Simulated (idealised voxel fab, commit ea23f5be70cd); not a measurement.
process module | voxel ribs on slabs
cross-section cut | 215 nm wide | cells 5 nm
A cross-section is a grid of square cells, given in bands from the top down. A band is one or more rows of cells.
Each band's line starts with the height of the band's top and of its bottom, in nm. Then come its materials from left to right, each with its width in nm. One material with "throughout" fills the band from edge to edge. "air" is empty space.
Height 0 is the level under which the wafer as received is all one material. The lowest band goes on downwards, as in "0 down".
A width such as "30 to 40" changes by the same amount from each row of cells to the next, from the band's top row to its bottom row.
"no change" after a step means that no cell of the cross-section changed.
closed voids: empty space of 8 cells or more with no open way to the top, each as width x height at its distance from the left edge, in nm
after a step's settings: what the simulator itself notes on the step
overlay nm, on a step with a mask: how far to the right of its planned place the mask lay; to the left if negative
plan
1 op RECEIVE | material Si
2 op DIRECTIONAL_DEP | material SiO2 | thk nm 20
3 op DIRECTIONAL_DEP | material polySi | thk nm 25
4 op PATTERN | tone cover | mask id RIB | material resist | width nm 30 | thk nm 20 | overlay nm 0
5 op DIRECTIONAL_ETCH | etch materials polySi | depth nm 20
6 op STRIP | etch materials resist
7 op MASKED_ETCH | tone cover | mask id SLAB | width nm 70 | etch materials polySi | depth nm 5 | overlay nm 0
8 op FILL_DEP | material SiO2 | thk nm 25
9 op CMP | height nm 65
10 op DIRECTIONAL_DEP | material W | thk nm 10
11 op MASKED_ETCH | tone cover | mask id HEATER | width nm 40 | etch materials W | depth nm 10 | overlay nm 0
12 op CONFORMAL_DEP | material SiO2 | thk nm 10
as received, after step 1
  0 down: Si throughout
  closed voids: none
a wafer at the end: this start, this plan, one mistake
  85 to 75: air 75 | SiO2 60 | air 80
  75 to 65: SiO2 85 | W 40 | SiO2 90
  65 to 50: SiO2 throughout
  50 to 30: SiO2 90 | polySi 30 | SiO2 95
  30 to 25: SiO2 70 | polySi 70 | SiO2 75
  25 to 0: SiO2 throughout
  0 down: Si throughout
  closed voids: none
what went wrong: step 2 ran as: op DIRECTIONAL_DEP | material SiO2 | thk nm 25
